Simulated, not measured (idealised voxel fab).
The name of this process module is voxel wiring stack.
Cross-sectional view cut (width: 230 nm; square cell size: 5 nm).
In this document a cross-section is written as a grid of square cells. It is given as a series of bands, listed from the top down, and a band is one or more rows of cells.
In this notation a band is specified by the heights of its top and bottom, in that order and in nm, after which its materials appear from left to right, each paired with its width in nm. The word "throughout" attached to a single material means that material fills the band from edge to edge; the word "empty" stands for empty space.
Note: height 0 marks the level under which the wafer is uniformly one material as received. Lowest band unbounded below, written "0..down".
Per-row width for "30..40": begins at first number (top row of band), ends at second number (bottom row), increment between rows held constant.
Where the words "remained unchanged" appear for a step, the cross-section shows no cell changed by that step; every cell remained as before.
"Sealed void listing" enumerates empty spaces isolated from the top, with no open way to it, that contain at least 8 cells, giving each as width x height at distance from the left edge, all three in nm.
Where a step's line continues beyond its settings, the continuation is a remark by the simulator itself on that step.
For masked steps, "overlay nm" on the step line gives how far right of plan the mask actually lay; a minus sign means it lay to the left.
### Listed below are the process steps as planned
- 1: RECEIVE (material Si)
- 2: CONFORMAL_DEP (material SiO2; thk nm 15)
- 3: CONFORMAL_DEP (material SiN; thk nm 5)
- 4: DIRECTIONAL_DEP (material lowk; thk nm 15)
- 5: PATTERN (tone open; mask id METAL_1; material resist; width nm 20; pitch nm 50; thk nm 20; overlay nm 0)
- 6: DIRECTIONAL_ETCH (etch materials lowk; depth nm 15)
- 7: DIRECTIONAL_ETCH (etch materials SiN; depth nm 5)
- 8: STRIP (etch materials resist)
- 9: CONFORMAL_DEP (material TiN; thk nm 5)
- 10: FILL_DEP (material W; thk nm 10)
- 11: CMP (height nm 35)
- 12: EPI (material Ru; thk nm 5)
- 13: FILL_DEP (material SiCN; thk nm 5)
- 14: DIRECTIONAL_DEP (material lowk; thk nm 30)
- 15: PATTERN (tone open; mask id METAL_2_HOLES; material resist; width nm 15; pitch nm 50; thk nm 20; overlay nm 0)
- 16: DIRECTIONAL_ETCH (etch materials lowk; depth nm 30)
- 17: STRIP (etch materials resist)
- 18: DIRECTIONAL_DEP (material aC; thk nm 15)
- 19: PATTERN (tone open; mask id METAL_2; material resist; width nm 20; pitch nm 50; thk nm 30; overlay nm 0)
- 20: DIRECTIONAL_ETCH (etch materials aC; depth nm 15)
- 21: STRIP (etch materials resist)
- 22: DIRECTIONAL_ETCH (etch materials lowk; depth nm 20)
- 23: DIRECTIONAL_ETCH (etch materials SiCN; depth nm 5)
- 24: STRIP (etch materials aC)
- 25: CONFORMAL_DEP (material TiN; thk nm 5)
- 26: FILL_DEP (material Cu; thk nm 5)
- 27: CMP (height nm 75)
- 28: CONFORMAL_DEP (material SiCN; thk nm 5)
- 29: DIRECTIONAL_DEP (material lowk; thk nm 25)
- 30: MASKED_ETCH (tone open; mask id METAL_3_HOLES; width nm 15; pitch nm 50; etch materials lowk; depth nm 25; overlay nm 0)
- 31: DIRECTIONAL_DEP (material aC; thk nm 10)
- 32: PATTERN (tone open; mask id METAL_3; material resist; width nm 20; pitch nm 50; thk nm 30; overlay nm 0)
- 33: DIRECTIONAL_ETCH (etch materials aC; depth nm 10)
- 34: STRIP (etch materials resist)
- 35: DIRECTIONAL_ETCH (etch materials lowk; depth nm 15)
- 36: DIRECTIONAL_ETCH (etch materials SiCN; depth nm 5)
- 37: STRIP (etch materials aC)
- 38: CONFORMAL_DEP (material TiN; thk nm 5)
- 39: FILL_DEP (material Ru; thk nm 5)
- 40: CMP (height nm 105)
- 41: CONFORMAL_DEP (material SiN; thk nm 5)
### as received, after step 1
0..down = Si throughout
Sealed void listing: none
### Wafer cross-section at module end: first of two, run to plan
110..105 = SiN throughout
105..95 = 30 lowk  5 TiN  10 Ru  5 TiN  30 lowk  5 TiN  10 Ru  5 TiN  30 lowk  5 TiN  10 Ru  5 TiN  30 lowk  5 TiN  10 Ru  5 TiN  30 lowk
95..90 = 30 lowk  5 TiN  5 Ru  10 TiN  30 lowk  5 TiN  5 Ru  10 TiN  30 lowk  5 TiN  5 Ru  10 TiN  30 lowk  5 TiN  5 Ru  10 TiN  30 lowk
90..80 = 30 lowk  5 TiN  5 Ru  5 TiN  35 lowk  5 TiN  5 Ru  5 TiN  35 lowk  5 TiN  5 Ru  5 TiN  35 lowk  5 TiN  5 Ru  5 TiN  35 lowk
80..75 = 30 SiCN  15 TiN  35 SiCN  15 TiN  35 SiCN  15 TiN  35 SiCN  15 TiN  35 SiCN
75..60 = 30 lowk  5 TiN  10 Cu  5 TiN  30 lowk  5 TiN  10 Cu  5 TiN  30 lowk  5 TiN  10 Cu  5 TiN  30 lowk  5 TiN  10 Cu  5 TiN  30 lowk
60..55 = 30 lowk  5 TiN  5 Cu  10 TiN  30 lowk  5 TiN  5 Cu  10 TiN  30 lowk  5 TiN  5 Cu  10 TiN  30 lowk  5 TiN  5 Cu  10 TiN  30 lowk
55..45 = 30 lowk  5 TiN  5 Cu  5 TiN  35 lowk  5 TiN  5 Cu  5 TiN  35 lowk  5 TiN  5 Cu  5 TiN  35 lowk  5 TiN  5 Cu  5 TiN  35 lowk
45..40 = 30 SiCN  15 TiN  35 SiCN  15 TiN  35 SiCN  15 TiN  35 SiCN  15 TiN  35 SiCN
40..35 = 25 SiCN  30 Ru  20 SiCN  30 Ru  20 SiCN  30 Ru  20 SiCN  30 Ru  25 SiCN
35..20 = 30 lowk  5 TiN  10 W  5 TiN  30 lowk  5 TiN  10 W  5 TiN  30 lowk  5 TiN  10 W  5 TiN  30 lowk  5 TiN  10 W  5 TiN  30 lowk
20..15 = 30 SiN  20 TiN  30 SiN  20 TiN  30 SiN  20 TiN  30 SiN  20 TiN  30 SiN
15..0 = SiO2 throughout
0..down = Si throughout
Sealed void listing: none
### Wafer two, sectioned after the module: the first wafer's start, the first wafer's plan, and one mistake in how it was run
110..105 = SiN throughout
105..100 = 30 SiCN  20 TiN  30 SiCN  20 TiN  30 SiCN  20 TiN  30 SiCN  20 TiN  30 SiCN
100..75 = lowk throughout
75..60 = 30 lowk  5 TiN  10 Cu  5 TiN  30 lowk  5 TiN  10 Cu  5 TiN  30 lowk  5 TiN  10 Cu  5 TiN  30 lowk  5 TiN  10 Cu  5 TiN  30 lowk
60..55 = 30 lowk  5 TiN  5 Cu  10 TiN  30 lowk  5 TiN  5 Cu  10 TiN  30 lowk  5 TiN  5 Cu  10 TiN  30 lowk  5 TiN  5 Cu  10 TiN  30 lowk
55..45 = 30 lowk  5 TiN  5 Cu  5 TiN  35 lowk  5 TiN  5 Cu  5 TiN  35 lowk  5 TiN  5 Cu  5 TiN  35 lowk  5 TiN  5 Cu  5 TiN  35 lowk
45..40 = 30 SiCN  15 TiN  35 SiCN  15 TiN  35 SiCN  15 TiN  35 SiCN  15 TiN  35 SiCN
40..35 = 25 SiCN  30 Ru  20 SiCN  30 Ru  20 SiCN  30 Ru  20 SiCN  30 Ru  25 SiCN
35..20 = 30 lowk  5 TiN  10 W  5 TiN  30 lowk  5 TiN  10 W  5 TiN  30 lowk  5 TiN  10 W  5 TiN  30 lowk  5 TiN  10 W  5 TiN  30 lowk
20..15 = 30 SiN  20 TiN  30 SiN  20 TiN  30 SiN  20 TiN  30 SiN  20 TiN  30 SiN
15..0 = SiO2 throughout
0..down = Si throughout
Sealed void listing: none
The plan and the run diverged here: steps 28 and 29: order swapped relative to plan
Final wafer comparison in cells, second versus first, more or fewer per material: 28 fewer of Ru; 4 fewer of SiCN; 40 fewer of TiN; 72 more of lowk
